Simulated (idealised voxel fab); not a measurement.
This is a process module. Its name is voxel self aligned contacts.
Section cut is 180 nm wide and gridded with 5 nm square cells.
When this document writes out a cross-section, it uses a grid of square cells and lists it as bands, beginning at the top and moving down, with a band standing for one or more rows of cells.
Heights first: top, then bottom, in nm. Then materials, left to right, each with a width in nm. "everywhere" on a single material: fills the band edge to edge. "empty": empty space.
Basically, 0 is our baseline, since under it the wafer straight out of the box is all one material. The bottom band has no lower end and keeps on going down, so it looks like "from 0 down".
A width given as "30->40" starts at the first number in the band's top row and ends at the second number in its bottom row, shifting by an equal amount at every step from row to row.
"no alteration" after a step means that no cell of the cross-section changed.
You'll see "Unvented internal voids" listing empty spaces that have no way open to the top, as long as they're 8 cells or more; the notation is width x height at distance, where the distance is from the left edge, and all of it is in nm.
On each step's line, the part that comes after the settings is the simulator's own comment on the step.
For masked steps, "overlay nm" on the step line gives how far right of plan the mask actually lay; a minus sign means it lay to the left.

SET OUT BELOW ARE THE PLANNED STEPS OF THE PROCESS
1 RECEIVE (material Si)
2 CONFORMAL_DEP (material SiO2; thk nm 5)
3 DIRECTIONAL_DEP (material polySi; thk nm 20)
4 DIRECTIONAL_DEP (material SiN; thk nm 15)
5 PATTERN (tone cover; mask id GATE; material resist; width nm 30; pitch nm 60; thk nm 20; overlay nm 0)
6 DIRECTIONAL_ETCH (etch materials SiN; depth nm 15)
7 DIRECTIONAL_ETCH (etch materials polySi; depth nm 20)
8 STRIP (etch materials resist)
9 CONFORMAL_DEP (material SiN; thk nm 5)
10 DIRECTIONAL_ETCH (etch materials SiN; depth nm 5)
11 FILL_DEP (material SiO2; thk nm 15)
12 CMP (height nm 50)
13 PATTERN (tone open; mask id CONTACT; material resist; width nm 40; thk nm 15; overlay nm 0)
14 DIRECTIONAL_ETCH (etch materials SiO2; depth nm 50)
15 STRIP (etch materials resist)
16 CONFORMAL_DEP (material TiN; thk nm 5)
17 FILL_DEP (material Ru; thk nm 10)
18 CMP (height nm 50)
19 CONFORMAL_DEP (material SiN; thk nm 5)

CROSS-SECTION OF THE WAFER AT RECEIPT, WHICH IS THE CONDITION AFTER STEP 1
from 0 down = Si everywhere
Unvented internal voids: none

CROSS-SECTION, FIRST OF TWO WAFERS, END OF MODULE, RUN AS PLANNED
from 55 to 50 = SiN everywhere
from 50 to 40 = 70 nm SiO2, 5->15 nm TiN, 30->10 nm Ru, 5->15 nm TiN, 70 nm SiO2
from 40 to 25 = 40 nm SiO2, 40 nm SiN, 5 nm TiN, 10 nm Ru, 5 nm TiN, 40 nm SiN, 40 nm SiO2
from 25 to 5 = 40 nm SiO2, 5 nm SiN, 30 nm polySi, 5 nm SiN, 5 nm TiN, 10 nm Ru, 5 nm TiN, 5 nm SiN, 30 nm polySi, 5 nm SiN, 40 nm SiO2
from 5 to 0 = 80 nm SiO2, 20 nm TiN, 80 nm SiO2
from 0 down = Si everywhere
Unvented internal voids: none

CROSS-SECTION, SECOND WAFER: SAME START AS THE FIRST, SAME PLAN AS THE FIRST, ONE MISTAKE IN RUNNING IT; TAKEN AT THE END OF THE MODULE
from 70 to 65 = SiN everywhere
from 65 to 55 = Ru everywhere
from 55 to 50 = 75 nm TiN, 30 nm Ru, 75 nm TiN
from 50 to 40 = 70 nm SiO2, 5->15 nm TiN, 30->10 nm Ru, 5->15 nm TiN, 70 nm SiO2
from 40 to 25 = 40 nm SiO2, 40 nm SiN, 5 nm TiN, 10 nm Ru, 5 nm TiN, 40 nm SiN, 40 nm SiO2
from 25 to 5 = 40 nm SiO2, 5 nm SiN, 30 nm polySi, 5 nm SiN, 5 nm TiN, 10 nm Ru, 5 nm TiN, 5 nm SiN, 30 nm polySi, 5 nm SiN, 40 nm SiO2
from 5 to 0 = 80 nm SiO2, 20 nm TiN, 80 nm SiO2
from 0 down = Si everywhere
Unvented internal voids: none
Finding, execution versus plan: plan step 18: skipped, not run
Final difference in cells, second wafer against first, listed per material as more or fewer: Ru: 78 more; TiN: 30 more
